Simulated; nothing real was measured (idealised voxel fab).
The process module that follows is named voxel ribs on slabs.
Shown is cross-section cut, with a width of 180 nm and square cells of size 5 nm.
Cross-section layout: square cells on a grid; listed as bands, top to bottom; a band spans one or more cell rows. Heights first: top, then bottom, in nm. Then materials, left to right, each with a width in nm. "throughout" on a single material: fills the band edge to edge. "empty": empty space. Heights are reckoned from 0. Under this level, the received wafer is all of one material. The bottommost band is open-ended downward, for example "0 nm and below". With a width like "30->40", each row of cells in the band differs from the next by the same amount, the top row carrying the first number and the bottom row the second. Basically "no modification" means that step didn't change any cell in the cross-section. Enclosed voids: empty space of 8 cells or more with no open way to the top, each as width x height at its distance from the left edge, in nm. What comes after the settings on a step's line is commentary from the simulator itself on that step. overlay nm: step with mask; distance mask lay right of planned place; negative value = left of planned place.

Process steps foreseen in the plan
1: RECEIVE | material Si
2: DIRECTIONAL_DEP | material SiO2 | thk nm 25
3: DIRECTIONAL_DEP | material polySi | thk nm 15
4: DIRECTIONAL_DEP | material aC | thk nm 10
5: PATTERN | tone cover | mask id RIB | material resist | width nm 20 | thk nm 30 | overlay nm -15
6: DIRECTIONAL_ETCH | etch materials aC | depth nm 10
7: STRIP | etch materials resist
8: DIRECTIONAL_ETCH | etch materials polySi | depth nm 10
9: STRIP | etch materials aC
10: PATTERN | tone cover | mask id SLAB | material resist | width nm 70 | thk nm 15 | overlay nm 0
11: DIRECTIONAL_ETCH | etch materials polySi | depth nm 5
12: STRIP | etch materials resist
13: FILL_DEP | material SiO2 | thk nm 25
14: CMP | height nm 55
15: DIRECTIONAL_DEP | material TiN | thk nm 10
16: PATTERN | tone cover | mask id HEATER | material resist | width nm 30 | thk nm 15 | overlay nm 0
17: DIRECTIONAL_ETCH | etch materials TiN | depth nm 10
18: STRIP | etch materials resist
19: CONFORMAL_DEP | material SiN | thk nm 5
Wafers differ in overlay nm at step 5; plan lists the first wafer's value; identical starting state.

First of several wafers (as received, post step 1), cross-sectional view
- 0 nm and below: Si throughout
- Enclosed voids: none

The rows of the table below are wafers. Looking at the end of the module, a row counts, for every material, the cells the wafer has gained, shown as (+), or lost, shown as (-), since it was received; its closed voids come next
overlay nm -15, +40 SiN, +374 SiO2, +12 TiN, +22 polySi, Enclosed voids: none
overlay nm -10, +40 SiN, +374 SiO2, +12 TiN, +22 polySi, Enclosed voids: none
overlay nm -5, +40 SiN, +374 SiO2, +12 TiN, +22 polySi, Enclosed voids: none
overlay nm 0, +40 SiN, +374 SiO2, +12 TiN, +22 polySi, Enclosed voids: none
overlay nm 5, +40 SiN, +374 SiO2, +12 TiN, +22 polySi, Enclosed voids: none
overlay nm 10, +40 SiN, +374 SiO2, +12 TiN, +22 polySi, Enclosed voids: none
overlay nm 15, +40 SiN, +374 SiO2, +12 TiN, +22 polySi, Enclosed voids: none
